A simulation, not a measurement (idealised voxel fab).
voxel ribs on slabs: a process module
Cross-sectional view cut (width: 155 nm; square cell size: 5 nm).
How to read a cross-section here: the picture is a grid of square cells, written as bands going from the top down, and any band can span one or more rows of cells. Band: top and bottom heights (nm) first, top before bottom; then materials from left to right, widths in nm. "full width" marks a sole material filling the band edge to edge. "blank" denotes empty space. Ref level 0: as-received wafer is one material below here. Bottom band extends down with no lower bound ("0 -> down"). Read "30..40" as a graded width: first number on top, second number at the bottom, same change between each pair of neighbouring rows. Take "nothing different" at face value: in the step it is given for, the cross-section changed in none of its cells. Entry "Enclosed void catalog" = empty spaces >= 8 cells with no open way to the top; each as width x height at distance, distance from left edge, all nm. Step line, after settings: the simulator's comment on this step. The optional step-line setting "overlay nm" applies to steps with a mask and quantifies how far to the right of its planned location the mask lay, a negative value indicating leftward placement.

These are the steps we planned for the process:
1. op RECEIVE | material Si
2. op DIRECTIONAL_DEP | material SiO2 | thk nm 25
3. op DIRECTIONAL_DEP | material SiN | thk nm 20
4. op PATTERN | tone cover | mask id RIB | material resist | width nm 15 | thk nm 15 | overlay nm 0
5. op DIRECTIONAL_ETCH | etch materials SiN | depth nm 5
6. op STRIP | etch materials resist
7. op PATTERN | tone cover | mask id SLAB | material resist | width nm 65 | thk nm 15 | overlay nm 0
8. op DIRECTIONAL_ETCH | etch materials SiN | depth nm 15
9. op STRIP | etch materials resist
10. op FILL_DEP | material SiO2 | thk nm 25
11. op CMP | height nm 60
12. op DIRECTIONAL_DEP | material TiN | thk nm 10
13. op MASKED_ETCH | tone cover | mask id HEATER | width nm 25 | etch materials TiN | depth nm 10 | overlay nm 0
14. op CONFORMAL_DEP | material SiO2 | thk nm 5

Cross-section: wafer on arrival = after step 1:
- 0 -> down | Si full width
- Enclosed void catalog: none

Below is the wafer in cross-section after the module was completed. It began from the starting point shown above and followed the plan shown above, except that one mistake was made while running it:
- 75 -> 70 | blank (60), then SiO2 (35), then blank (60)
- 70 -> 65 | blank (60), then SiO2 (5), then TiN (25), then SiO2 (5), then blank (60)
- 65 -> 60 | SiO2 (65), then TiN (25), then SiO2 (65)
- 60 -> 45 | SiO2 full width
- 45 -> 40 | SiO2 (70), then SiN (15), then SiO2 (70)
- 40 -> 25 | SiO2 (45), then SiN (65), then SiO2 (45)
- 25 -> 0 | TiN full width
- 0 -> down | Si full width
- Enclosed void catalog: none
Deviation from plan: step 2 deviated from plan and actually ran as op DIRECTIONAL_DEP | material TiN | thk nm 25
